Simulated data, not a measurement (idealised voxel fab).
This section sets out a process module, namely voxel spacer lines.
Displayed cross-section: cut, width of 225 nm, square cells sized 5 nm.
Cross-section spec: square-cell grid; bands listed top down; each band is one or more rows. Within each band entry, the heights of the top and of the bottom of the band appear first, in that order and in nm; the materials of the band then follow from left to right, each with its corresponding width in nm. The designation "everywhere" on a single material indicates that it fills the band from edge to edge; the designation "empty" indicates empty space. Beneath 0, the wafer as received is one material, and that level is where height counting begins. The lowest band goes on downward without a bottom; it is written like "top 0, no bottom". Think of "30->40" as a width that walks from the first number to the second as you go down the band, top row to bottom row, taking equal-sized steps from row to row. What does "left unchanged" mean for a step? It means no cell of the cross-section changed in that step. What "Enclosed empty spaces" gives you is every empty space of 8 cells or more that is cut off from the top. Each appears as width x height at distance, with the distance taken from the left edge and width, height and distance all in nm. Text after the settings on a step's line: the simulator's own remark on that step. overlay nm: how far to the right of its planned place the mask lay on this masked step (negative: to the left).
Process steps foreseen in the plan:
| 1 | RECEIVE, material Si |
| 2 | CONFORMAL_DEP, material Al2O3, thk nm 10 |
| 3 | DIRECTIONAL_DEP, material TiN, thk nm 15 |
| 4 | DIRECTIONAL_DEP, material polySi, thk nm 20 |
| 5 | PATTERN, tone cover, mask id MANDREL, material resist, width nm 25, pitch nm 80, thk nm 30, overlay nm 0 |
| 6 | DIRECTIONAL_ETCH, etch materials polySi, depth nm 20 |
| 7 | STRIP, etch materials resist |
| 8 | CONFORMAL_DEP, material SiO2, thk nm 15 |
| 9 | DIRECTIONAL_ETCH, etch materials SiO2, depth nm 15 |
| 10 | STRIP, etch materials polySi |
| 11 | DIRECTIONAL_ETCH, etch materials TiN, depth nm 15 |
| 12 | STRIP, etch materials SiO2 |
| 13 | FILL_DEP, material lowk, thk nm 10 |
| 14 | CMP, height nm 25 |
Wafer as received: cross-section following step 1:
> top 0, no bottom | Si everywhere
> Enclosed empty spaces: none
First of two wafers: cross-section at end of module, run per plan:
> top 25, bottom 10 | lowk 45 nm  TiN 15 nm  lowk 25 nm  TiN 15 nm  lowk 25 nm  TiN 15 nm  lowk 25 nm  TiN 15 nm  lowk 45 nm
> top 10, bottom 0 | Al2O3 everywhere
> top 0, no bottom | Si everywhere
> Enclosed empty spaces: none
Cross-sectional view of the second of two wafers upon completion of the module. This wafer shared its starting condition and process plan with the first; one error was made during its execution:
> top 25, bottom 10 | polySi everywhere
> top 10, bottom 0 | Al2O3 everywhere
> top 0, no bottom | Si everywhere
> Enclosed empty spaces: none
What was done differently from what was planned? contrary to the plan, steps 3 and 4 were processed in exchanged order
In the final state, the cell counts of the second wafer exceed or fall short of those of the first for the following materials: -36 TiN; -99 lowk; +135 polySi
